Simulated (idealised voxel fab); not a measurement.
Presented below is a process module, voxel plated lines.
cross-section cut | 260 nm wide | cells 5 nm
Heads up, the way a cross-section reads in here is a grid of square cells, handed over as bands from the top down, with every band being one or more rows of cells.
Heads up on the band format: heights come first, top then bottom, in nm. After that it's the materials left to right, each with its width in nm. A single material flagged "full width" fills the whole band edge to edge, and "blank" means there's empty space there.
The reference from which all heights are counted is 0, the level beneath which the as-received wafer is entirely one material; the lowest band, having no lower bound, proceeds downward and is written after the example "z 0 and below".
The expression "30->40" gives the width at the extremes of the band, the first number at its top row of cells and the second at its bottom row, with the width changing by equal amounts from each row to the next in between.
Any step labelled "no modification" changed none of the cells in the cross-section.
Under "Entrapped voids" you'll find the enclosed gaps, the ones with no way out to the top, that are 8 cells or bigger; each reads width x height at distance, with distance counted from the left edge, everything in nm.
Read whatever lies past the settings on a step's line as the simulator's own remark about the step.
The setting "overlay nm" may be written on the line of a step. When the step uses a mask, the value reports how far to the right of the planned place the mask lay, and a negative value reports that it lay to the left.

The following list gives the planned process steps:
1 RECEIVE: material Si
2 CONFORMAL_DEP: material SiO2, thk nm 15
3 DIRECTIONAL_DEP: material TiN, thk nm 5
4 PATTERN: tone open, mask id LINES, material resist, width nm 20, pitch nm 45, thk nm 25, overlay nm 0
5 EPI: material Ru, thk nm 10
6 EPI: material Ru, thk nm 5
7 STRIP: etch materials resist
8 DIRECTIONAL_ETCH: etch materials TiN, depth nm 5
9 CONFORMAL_DEP: material SiCN, thk nm 10

Wafer at receipt (post step 1), cross-section:
> z 0 and below | Si full width
> Entrapped voids: none

The plan above was carried out on the starting structure above with one mistake, and this cross-section shows the wafer at the end of the module:
> z 45 to 35 | blank: 90  SiCN: 40  blank: 5  SiCN: 40  blank: 85
> z 35 to 25 | blank: 90  SiCN: 10  Ru: 20  SiCN: 10  blank: 5  SiCN: 10  Ru: 20  SiCN: 10  blank: 85
> z 25 to 20 | SiCN: 100  Ru: 20  SiCN: 25  Ru: 20  SiCN: 95
> z 20 to 15 | SiCN: 100  TiN: 20  SiCN: 25  TiN: 20  SiCN: 95
> z 15 to 0 | SiO2 full width
> z 0 and below | Si full width
> Entrapped voids: none
The mistake made against the process plan was this: step 4 ran with different settings than intended, the actual operation and settings being PATTERN: tone open, mask id LINES, material resist, width nm 20, pitch nm 45, thk nm 25, overlay nm 5
